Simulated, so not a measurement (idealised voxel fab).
The following process module bears the name voxel gate over fins.
The width of the displayed cross-section, cut, is 190 nm; its cells are square, with a size of 5 nm.
Cross-section layout: square cells on a grid; listed as bands, top to bottom; a band spans one or more cell rows.
Basically the band line says how high the top is and how high the bottom is, in nm, and then what's in it from left to right, every material with its width in nm. Empty space shows up as "air", and if a single material carries "throughout" it runs the full band edge to edge.
Counting heights begins at 0, where everything beneath is, in the wafer as received, one material. The lowest band has no bottom; it goes on downwards, as "top 0, no bottom" shows.
The expression "30 to 40" gives the width at the extremes of the band, the first number at its top row of cells and the second at its bottom row, with the width changing by equal amounts from each row to the next in between.
"no change" (step): cross-section cells unchanged, all of them.
"Enclosed voids" specifies each empty space that is not open to the top and that occupies no fewer than 8 cells, using the form width x height at distance, the distance measured from the left edge and all three quantities in nm.
The remark found on a step's line after its settings is issued by the simulator itself and pertains to that step.
overlay nm: how far to the right of its planned place the mask lay on this masked step (negative: to the left).

### Steps in the process plan
1) RECEIVE | material Si
2) CONFORMAL_DEP | material SiN | thk nm 10
3) PATTERN | tone cover | mask id FINS | material resist | width nm 15 | pitch nm 50 | thk nm 20 | overlay nm 0
4) DIRECTIONAL_ETCH | etch materials SiN | depth nm 10
5) DIRECTIONAL_ETCH | etch materials Si | depth nm 30
6) STRIP | etch materials resist
7) FILL_DEP | material SiO2 | thk nm 5
8) CMP | height nm 10
9) PATTERN | tone open | mask id RAIL | material resist | width nm 15 | thk nm 15 | overlay nm 0
10) DIRECTIONAL_ETCH | etch materials SiO2 | depth nm 35
11) STRIP | etch materials resist
12) CONFORMAL_DEP | material TiN | thk nm 5
13) FILL_DEP | material Ru | thk nm 5
14) CMP | height nm 10
15) SELECTIVE_ETCH | etch materials W Ru TiN | depth nm 25
16) FILL_DEP | material SiO2 | thk nm 5
17) CMP | height nm 10
18) SELECTIVE_ETCH | etch materials SiO2 | depth nm 20
19) STRIP | etch materials SiN
20) CONFORMAL_DEP | material HfO2 | thk nm 5
21) CONFORMAL_DEP | material TiN | thk nm 5
22) FILL_DEP | material W | thk nm 10
23) CMP | height nm 15
24) CONFORMAL_DEP | material SiCN | thk nm 10

### So this is the incoming wafer in cross-section - it's already been through step 1
> top 0, no bottom  Si throughout
> Enclosed voids: none

### End-of-module cross-section of the first of two wafers, processed as planned
> top 25, bottom 15  SiCN throughout
> top 15, bottom 10  W throughout
> top 10, bottom 5  W=50, TiN=35, W=15, TiN=35, W=55
> top 5, bottom 0  W=50, TiN=5, HfO2=25, TiN=5, W=15, TiN=5, HfO2=25, TiN=5, W=55
> top 0, bottom -5  TiN=55, HfO2=5, Si=15, HfO2=5, TiN=25, HfO2=5, Si=15, HfO2=5, TiN=60
> top -5, bottom -10  HfO2=60, Si=15, HfO2=35, Si=15, HfO2=65
> top -10, bottom -15  SiO2=60, Si=15, SiO2=35, Si=15, SiO2=65
> top -15, bottom -20  SiO2=60, Si=15, SiO2=10, TiN=5, Ru=5, TiN=5, SiO2=10, Si=15, SiO2=65
> top -20, bottom -25  SiO2=60, Si=15, SiO2=10, TiN=15, SiO2=10, Si=15, SiO2=65
> top -25, bottom -30  SiO2=60, Si=15, SiO2=35, Si=15, SiO2=65
> top -30, no bottom  Si throughout
> Enclosed voids: none

### Cross-sectional view of the second of two wafers upon completion of the module. This wafer shared its starting condition and process plan with the first; one error was made during its execution
> top 25, bottom 15  SiCN throughout
> top 15, bottom 5  W throughout
> top 5, bottom 0  W=55, TiN=25, W=25, TiN=25, W=60
> top 0, bottom -5  W=55, TiN=5, Si=15, TiN=5, W=25, TiN=5, Si=15, TiN=5, W=60
> top -5, bottom -10  TiN=60, Si=15, TiN=35, Si=15, TiN=65
> top -10, bottom -15  SiO2=60, Si=15, SiO2=35, Si=15, SiO2=65
> top -15, bottom -20  SiO2=60, Si=15, SiO2=10, TiN=5, Ru=5, TiN=5, SiO2=10, Si=15, SiO2=65
> top -20, bottom -25  SiO2=60, Si=15, SiO2=10, TiN=15, SiO2=10, Si=15, SiO2=65
> top -25, bottom -30  SiO2=60, Si=15, SiO2=35, Si=15, SiO2=65
> top -30, no bottom  Si throughout
> Enclosed voids: none
Against the plan, the run slipped here: yeah, step 20 of the plan got skipped, never ran
Upon completion, the second wafer contains, in terms of cells, a greater or smaller amount of certain materials than the first wafer: 46 fewer of HfO2; 46 more of W
